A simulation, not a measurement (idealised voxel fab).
process module | voxel ribs on slabs
cross-section cut | 170 nm wide | cells 5 nm
A cross-section is a grid of square cells, given in bands from the top down. A band is one or more rows of cells.
Each band's line starts with the height of the band's top and of its bottom, in nm. Then come its materials from left to right, each with its width in nm. One material with "throughout" fills the band from edge to edge. "air" is empty space.
Height 0 is the level under which the wafer as received is all one material. The lowest band goes on downwards, as in "0 down".
A width such as "30 to 40" changes by the same amount from each row of cells to the next, from the band's top row to its bottom row.
"no change" after a step means that no cell of the cross-section changed.
closed voids: empty space of 8 cells or more with no open way to the top, each as width x height at its distance from the left edge, in nm
after a step's settings: what the simulator itself notes on the step
overlay nm, on a step with a mask: how far to the right of its planned place the mask lay; to the left if negative
plan
1 op RECEIVE | material Si
2 op DIRECTIONAL_DEP | material SiO2 | thk nm 30
3 op DIRECTIONAL_DEP | material SiN | thk nm 15
4 op PATTERN | tone cover | mask id RIB | material resist | width nm 30 | thk nm 20 | overlay nm 0
5 op DIRECTIONAL_ETCH | etch materials SiN | depth nm 10
6 op STRIP | etch materials resist
7 op DIRECTIONAL_DEP | material aC | thk nm 10
8 op PATTERN | tone cover | mask id SLAB | material resist | width nm 60 | thk nm 25 | overlay nm 0
9 op DIRECTIONAL_ETCH | etch materials aC | depth nm 10
10 op STRIP | etch materials resist
11 op DIRECTIONAL_ETCH | etch materials SiN | depth nm 5
12 op STRIP | etch materials aC
13 op FILL_DEP | material SiO2 | thk nm 30
14 op CMP | height nm 65
15 op DIRECTIONAL_DEP | material W | thk nm 5
16 op PATTERN | tone cover | mask id HEATER | material resist | width nm 40 | thk nm 20 | overlay nm 0
17 op DIRECTIONAL_ETCH | etch materials W | depth nm 5
18 op STRIP | etch materials resist
19 op CONFORMAL_DEP | material SiN | thk nm 10
as received, after step 1
  0 down: Si throughout
  closed voids: none
first wafer at the end, as planned
  80 to 75: air 55 | SiN 60 | air 55
  75 to 70: SiN throughout
  70 to 65: SiN 65 | W 40 | SiN 65
  65 to 45: SiO2 throughout
  45 to 35: SiO2 70 | SiN 30 | SiO2 70
  35 to 30: SiO2 55 | SiN 60 | SiO2 55
  30 to 0: SiO2 throughout
  0 down: Si throughout
  closed voids: none
second wafer at the end: like start, like plan, one mistake
  80 to 75: air 55 | SiN 60 | air 55
  75 to 70: SiN throughout
  70 to 65: SiN 65 | W 40 | SiN 65
  65 to 60: SiO2 55 | SiN 60 | SiO2 55
  60 to 0: SiO2 throughout
  0 down: Si throughout
  closed voids: none
what went wrong: step 2 was run twice
at the end the second wafer has, in cells: 12 fewer of SiN | 12 more of SiO2
